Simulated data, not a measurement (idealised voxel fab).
process module | voxel ribs on slabs
cross-section cut | 295 nm wide | cells 5 nm
A cross-section is a grid of square cells, given in bands from the top down. A band is one or more rows of cells.
Each band's line starts with the height of the band's top and of its bottom, in nm. Then come its materials from left to right, each with its width in nm. One material with "throughout" fills the band from edge to edge. "air" is empty space.
Height 0 is the level under which the wafer as received is all one material. The lowest band goes on downwards, as in "0 down".
A width such as "30 to 40" changes by the same amount from each row of cells to the next, from the band's top row to its bottom row.
"no change" after a step means that no cell of the cross-section changed.
closed voids: empty space of 8 cells or more with no open way to the top, each as width x height at its distance from the left edge, in nm
after a step's settings: what the simulator itself notes on the step
overlay nm, on a step with a mask: how far to the right of its planned place the mask lay; to the left if negative
plan
1 op RECEIVE | material Si
2 op DIRECTIONAL_DEP | material SiO2 | thk nm 20
3 op DIRECTIONAL_DEP | material SiN | thk nm 25
4 op MASKED_ETCH | tone cover | mask id RIB | width nm 30 | etch materials SiN | depth nm 5 | overlay nm 0
5 op PATTERN | tone cover | mask id SLAB | material resist | width nm 60 | thk nm 20 | overlay nm 0
6 op DIRECTIONAL_ETCH | etch materials SiN | depth nm 20
7 op STRIP | etch materials resist
8 op FILL_DEP | material SiO2 | thk nm 25
9 op CMP | height nm 65
10 op DIRECTIONAL_DEP | material W | thk nm 5
11 op DIRECTIONAL_DEP | material aC | thk nm 10
12 op PATTERN | tone cover | mask id HEATER | material resist | width nm 40 | thk nm 30 | overlay nm 0
13 op DIRECTIONAL_ETCH | etch materials aC | depth nm 10
14 op STRIP | etch materials resist
15 op DIRECTIONAL_ETCH | etch materials W | depth nm 5
16 op STRIP | etch materials aC
17 op CONFORMAL_DEP | material SiO2 | thk nm 5
first wafer, as planned
as received, after step 1
  0 down: Si throughout
  closed voids: none
after step 2
  20 to 0: SiO2 throughout
  below 0: unchanged
after step 3
  45 to 20: SiN throughout
  below 20: unchanged
after step 4
  45 to 40: air 130 | SiN 30 | air 135
  below 40: unchanged
after step 5
  65 to 45: air 115 | resist 60 | air 120
  45 to 40: air 115 | resist 15 | SiN 30 | resist 15 | air 120
  below 40: unchanged
after step 6
  65 to 45: air 115 | resist 60 | air 120
  45 to 40: air 115 | resist 15 | SiN 30 | resist 15 | air 120
  40 to 20: air 115 | SiN 60 | air 120
  below 20: unchanged
after step 7
  45 to 40: air 130 | SiN 30 | air 135
  below 40: unchanged
after step 8
  70 to 45: SiO2 throughout
  45 to 40: SiO2 130 | SiN 30 | SiO2 135
  40 to 20: SiO2 115 | SiN 60 | SiO2 120
  below 20: unchanged
after step 9
  65 to 45: SiO2 throughout
  below 45: unchanged
after step 10
  70 to 65: W throughout
  below 65: unchanged
after step 11
  80 to 70: aC throughout
  below 70: unchanged
after step 12
  110 to 80: air 125 | resist 40 | air 130
  below 80: unchanged
after step 13
  100 to 80: air 125 | resist 40 | air 130
  80 to 70: air 125 | aC 40 | air 130
  below 70: unchanged
after step 14
  80 to 70: air 125 | aC 40 | air 130
  below 70: unchanged
after step 15
  80 to 70: air 125 | aC 40 | air 130
  70 to 65: air 125 | W 40 | air 130
  below 65: unchanged
after step 16
  70 to 65: air 125 | W 40 | air 130
  below 65: unchanged
after step 17
  75 to 70: air 120 | SiO2 50 | air 125
  70 to 65: SiO2 125 | W 40 | SiO2 130
  below 65: unchanged
second wafer: like start, like plan, one mistake. Through step 10 it matches the first wafer
when step 11 should have ended
  80 to 65: W throughout
  below 65: unchanged
when step 12 should have ended
  110 to 80: air 125 | resist 40 | air 130
  below 80: unchanged
when step 13 should have ended
  100 to 80: air 125 | resist 40 | air 130
  below 80: unchanged
when step 14 should have ended
  80 to 65: W throughout
  below 65: unchanged
when step 15 should have ended
  75 to 65: W throughout
  below 65: unchanged
when step 16 should have ended: no change
when step 17 should have ended
  80 to 75: SiO2 throughout
  below 75: unchanged
what went wrong: step 11 ran as: op DIRECTIONAL_DEP | material W | thk nm 10
at the end the second wafer has, in cells: 2 fewer of SiO2 | 110 more of W
